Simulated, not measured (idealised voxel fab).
The document below concerns the process module designated voxel tone inversion.
FYI the section here is cut, 200 nm wide, cells are 5 nm squares.
Notation: cross-section as square-cell grid; stated in bands, top first, going down; one or more cell rows per band. What a band's entry tells you: where the top is and where the bottom is, as heights in nm, and after that what lies inside, material by material from left to right, each with its width in nm. Empty space is written as the word "air", and a single material marked with the word "full width" occupies the band from edge to edge. The reference from which all heights are counted is 0, the level beneath which the as-received wafer is entirely one material; the lowest band, having no lower bound, proceeds downward and is written after the example "0..down". A width such as "30->40" changes by the same amount from each row of cells to the next, from the band's top row to its bottom row. Any step labelled "no alteration" changed none of the cells in the cross-section. "Closed-off voids" - sealed voids, min. 8 cells, no opening to top; format: width x height at distance (distance from left edge; nm throughout). Formally, on a step line, whatever follows the settings is a remark that the simulator itself makes on the step. Steps that use a mask can have "overlay nm" on their line. It says how far the mask sat to the right of where it was meant to be. Negative means to the left.
LIST OF PLANNED PROCESS STEPS
1) RECEIVE, material Si
2) CONFORMAL_DEP, material SiN, thk nm 5
3) DIRECTIONAL_DEP, material aC, thk nm 25
4) PATTERN, tone cover, mask id POSTS, material resist, width nm 25, pitch nm 50, thk nm 35, overlay nm 0
5) DIRECTIONAL_ETCH, etch materials aC, depth nm 25
6) STRIP, etch materials resist
7) FILL_DEP, material SiO2, thk nm 10
8) CMP, height nm 30
9) STRIP, etch materials aC
10) CONFORMAL_DEP, material TiN, thk nm 5
11) FILL_DEP, material Cu, thk nm 5
12) CMP, height nm 30
13) CONFORMAL_DEP, material SiN, thk nm 5
WAFER AT RECEIPT (POST STEP 1), CROSS-SECTION
    0..down | Si full width
    Closed-off voids: none
STARTING WAFER: ABOVE. PLAN: ABOVE. RUN: ONE MISTAKE. CROSS-SECTION AFTER THE MODULE: BELOW
    35..25 | SiN full width
    25..0 | aC full width
    0..down | Si full width
    Closed-off voids: none
Here's what went sideways: transposition of steps 2 and 3 relative to the planned sequence
